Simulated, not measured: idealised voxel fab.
voxel fin reveal: a process module
Shown is cross-section cut, with a width of 280 nm and square cells of size 5 nm.
Heads up, the way a cross-section reads in here is a grid of square cells, handed over as bands from the top down, with every band being one or more rows of cells. This entry defines a band. It first specifies the height of the band's top and the height of its bottom in nm, and then specifies the band's materials from left to right, stating each material with its width in nm. The word "full width" identifies a single material that fills the band from edge to edge, while the word "empty" identifies empty space. Heights are measured from 0, the level below which the as-received wafer is all one material; the lowest band has no bottom and continues downward, written as in "0 -> down". It should be noted that a width expressed as "30..40" varies in equal increments from row to row of cells within the band, taking the value of the first number at the top row and that of the second number at the bottom row. "stayed the same" after a step means that no cell of the cross-section changed. "Sealed void list": empty spaces of 8 cells or more with no open way to the top, each given as width x height at distance, distance from the left edge, all in nm. after a step's settings: what the simulator itself notes on the step. You can add "overlay nm" to a step's line. For a step with a mask, it describes how far the mask lay to the right of its planned position, and a negative number describes a lay to the left.
[This section lists the process steps that were planned]
step 1: RECEIVE [material Si]
step 2: CONFORMAL_DEP [material SiN] [thk nm 5]
step 3: PATTERN [tone cover] [mask id FINS] [material resist] [width nm 15] [pitch nm 40] [thk nm 20] [overlay nm 0]
step 4: DIRECTIONAL_ETCH [etch materials SiN] [depth nm 5]
step 5: DIRECTIONAL_ETCH [etch materials Si] [depth nm 40]
step 6: STRIP [etch materials resist]
step 7: OXIDIZE [depth nm 5]
step 8: FILL_DEP [material SiO2] [thk nm 15]
step 9: CMP [height nm 5]
step 10: SELECTIVE_ETCH [etch materials SiO2] [depth nm 35]
step 11: STRIP [etch materials SiN]
[Wafer at receipt (post step 1), cross-section]
> 0 -> down  Si full width
> Sealed void list: none
[Wafer at module end, in section. Began as above, planned as above, run with one mistake]
> 0 -> -45  empty 75 nm, then Si 5 nm, then empty 35 nm, then Si 5 nm, then empty 35 nm, then Si 5 nm, then empty 35 nm, then Si 5 nm, then empty 80 nm
> -45 -> down  Si full width
> Sealed void list: none
It is concluded that the wafer was processed incorrectly with respect to the plan, in that plan step 10 was twice executed
